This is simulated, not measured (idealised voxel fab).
Name of the process module below: voxel tone inversion
Xsec cut, 275 nm wide, square cell size 5 nm.
Cross-sections here: square-cell grids, written as top-down lists of bands, a band being one or more rows of cells. Band: top and bottom heights (nm) first, top before bottom; then materials from left to right, widths in nm. "all across" marks a sole material filling the band edge to edge. "blank" denotes empty space. It should be noted that heights are counted from 0, beneath which the wafer as supplied is of one material throughout, and that the lowest band possesses no lower boundary but continues downward, as written in "top 0, no bottom". Read "30 to 40" as a graded width: first number on top, second number at the bottom, same change between each pair of neighbouring rows. Step marked "nothing changed"? Then no cell in the cross-section changed in it. "Trapped voids": sealed empty spaces, 8 cells or more, no open way to top, listed width x height at distance, with distance from the left edge and width, height and distance in nm. If you see something after the settings on a step's line, that's the simulator's own remark about that step. Regarding "overlay nm": on a step with a mask, it is the distance the mask lay to the right of its planned place; a negative value places it to the left.

## Process steps (planned)
1) op RECEIVE | material Si
2) op CONFORMAL_DEP | material SiCN | thk nm 10
3) op DIRECTIONAL_DEP | material polySi | thk nm 15
4) op PATTERN | tone cover | mask id POSTS | material resist | width nm 20 | pitch nm 40 | thk nm 25 | overlay nm 0
5) op DIRECTIONAL_ETCH | etch materials polySi | depth nm 15
6) op STRIP | etch materials resist
7) op FILL_DEP | material lowk | thk nm 10
8) op CMP | height nm 25
9) op STRIP | etch materials polySi
10) op CONFORMAL_DEP | material TiN | thk nm 5
11) op FILL_DEP | material Ru | thk nm 10
12) op CMP | height nm 25
13) op CONFORMAL_DEP | material SiN | thk nm 5

## The first of the two wafers, which ran as planned

## Cross-section, incoming material, after step 1
> top 0, no bottom  Si all across
> Trapped voids: none

## Cross-section of the wafer subsequent to step 2
> top 10, bottom 0  SiCN all across
> For the remainder of the cross-section, below 0, there is no change.

## Cross-section of the wafer subsequent to step 3
> top 25, bottom 10  polySi all across
> For the remainder of the cross-section, below 10, there is no change.

## Cross-section of the wafer subsequent to step 4
> top 50, bottom 25  blank 65 nm  resist 20 nm  blank 20 nm  resist 20 nm  blank 20 nm  resist 20 nm  blank 20 nm  resist 20 nm  blank 70 nm
> For the remainder of the cross-section, below 25, there is no change.

## Cross-section of the wafer subsequent to step 5
> top 50, bottom 25  blank 65 nm  resist 20 nm  blank 20 nm  resist 20 nm  blank 20 nm  resist 20 nm  blank 20 nm  resist 20 nm  blank 70 nm
> top 25, bottom 10  blank 65 nm  polySi 20 nm  blank 20 nm  polySi 20 nm  blank 20 nm  polySi 20 nm  blank 20 nm  polySi 20 nm  blank 70 nm
> For the remainder of the cross-section, below 10, there is no change.

## Cross-section of the wafer subsequent to step 6
> top 25, bottom 10  blank 65 nm  polySi 20 nm  blank 20 nm  polySi 20 nm  blank 20 nm  polySi 20 nm  blank 20 nm  polySi 20 nm  blank 70 nm
> For the remainder of the cross-section, below 10, there is no change.

## Cross-section of the wafer subsequent to step 7
> top 35, bottom 25  lowk all across
> top 25, bottom 10  lowk 65 nm  polySi 20 nm  lowk 20 nm  polySi 20 nm  lowk 20 nm  polySi 20 nm  lowk 20 nm  polySi 20 nm  lowk 70 nm
> For the remainder of the cross-section, below 10, there is no change.

## Cross-section of the wafer subsequent to step 8
> top 25, bottom 10  lowk 65 nm  polySi 20 nm  lowk 20 nm  polySi 20 nm  lowk 20 nm  polySi 20 nm  lowk 20 nm  polySi 20 nm  lowk 70 nm
> For the remainder of the cross-section, below 10, there is no change.

## Cross-section of the wafer subsequent to step 9
> top 25, bottom 10  lowk 65 nm  blank 20 nm  lowk 20 nm  blank 20 nm  lowk 20 nm  blank 20 nm  lowk 20 nm  blank 20 nm  lowk 70 nm
> For the remainder of the cross-section, below 10, there is no change.

## Cross-section of the wafer subsequent to step 10
> top 30, bottom 25  TiN 70 nm  blank 10 nm  TiN 30 nm  blank 10 nm  TiN 30 nm  blank 10 nm  TiN 30 nm  blank 10 nm  TiN 75 nm
> top 25, bottom 15  lowk 65 nm  TiN 5 nm  blank 10 nm  TiN 5 nm  lowk 20 nm  TiN 5 nm  blank 10 nm  TiN 5 nm  lowk 20 nm  TiN 5 nm  blank 10 nm  TiN 5 nm  lowk 20 nm  TiN 5 nm  blank 10 nm  TiN 5 nm  lowk 70 nm
> top 15, bottom 10  lowk 65 nm  TiN 20 nm  lowk 20 nm  TiN 20 nm  lowk 20 nm  TiN 20 nm  lowk 20 nm  TiN 20 nm  lowk 70 nm
> For the remainder of the cross-section, below 10, there is no change.

## Cross-section of the wafer subsequent to step 11
> top 40, bottom 30  Ru all across
> top 30, bottom 25  TiN 70 nm  Ru 10 nm  TiN 30 nm  Ru 10 nm  TiN 30 nm  Ru 10 nm  TiN 30 nm  Ru 10 nm  TiN 75 nm
> top 25, bottom 15  lowk 65 nm  TiN 5 nm  Ru 10 nm  TiN 5 nm  lowk 20 nm  TiN 5 nm  Ru 10 nm  TiN 5 nm  lowk 20 nm  TiN 5 nm  Ru 10 nm  TiN 5 nm  lowk 20 nm  TiN 5 nm  Ru 10 nm  TiN 5 nm  lowk 70 nm
> For the remainder of the cross-section, below 15, there is no change.

## Cross-section of the wafer subsequent to step 12
> top 25, bottom 15  lowk 65 nm  TiN 5 nm  Ru 10 nm  TiN 5 nm  lowk 20 nm  TiN 5 nm  Ru 10 nm  TiN 5 nm  lowk 20 nm  TiN 5 nm  Ru 10 nm  TiN 5 nm  lowk 20 nm  TiN 5 nm  Ru 10 nm  TiN 5 nm  lowk 70 nm
> For the remainder of the cross-section, below 15, there is no change.

## Cross-section of the wafer subsequent to step 13
> top 30, bottom 25  SiN all across
> For the remainder of the cross-section, below 25, there is no change.

## The second wafer was prepared from the same starting point and under the same plan as the first; its processing contained one mistake, and it remains indistinguishable from the first wafer up to and including step 1

## Second wafer, section view, time point: scheduled end of step 2
> top 15, bottom 0  polySi all across
> For the remainder of the cross-section, below 0, there is no change.

## Second wafer, section view, time point: scheduled end of step 3
> top 25, bottom 15  SiCN all across
> For the remainder of the cross-section, below 15, there is no change.

## Second wafer, section view, time point: scheduled end of step 4
> top 50, bottom 25  blank 65 nm  resist 20 nm  blank 20 nm  resist 20 nm  blank 20 nm  resist 20 nm  blank 20 nm  resist 20 nm  blank 70 nm
> For the remainder of the cross-section, below 25, there is no change.

Second wafer, section view, time point: scheduled end of step 5: nothing changed

## Second wafer, section view, time point: scheduled end of step 6
> top 25, bottom 15  SiCN all across
> For the remainder of the cross-section, below 15, there is no change.

## Second wafer, section view, time point: scheduled end of step 7
> top 35, bottom 25  lowk all across
> For the remainder of the cross-section, below 25, there is no change.

## Second wafer, section view, time point: scheduled end of step 8
> top 25, bottom 15  SiCN all across
> For the remainder of the cross-section, below 15, there is no change.

Second wafer, section view, time point: scheduled end of step 9: nothing changed

## Second wafer, section view, time point: scheduled end of step 10
> top 30, bottom 25  TiN all across
> For the remainder of the cross-section, below 25, there is no change.

## Second wafer, section view, time point: scheduled end of step 11
> top 40, bottom 30  Ru all across
> For the remainder of the cross-section, below 30, there is no change.

## Second wafer, section view, time point: scheduled end of step 12
> top 25, bottom 15  SiCN all across
> For the remainder of the cross-section, below 15, there is no change.

## Second wafer, section view, time point: scheduled end of step 13
> top 30, bottom 25  SiN all across
> For the remainder of the cross-section, below 25, there is no change.
Where did the run depart from the plan? deviation from plan: step 3 and step 2 executed in one another's positions
End of process, cell counts, second wafer against first, materials with more or fewer: Ru -16; TiN -32; lowk -117; polySi +165
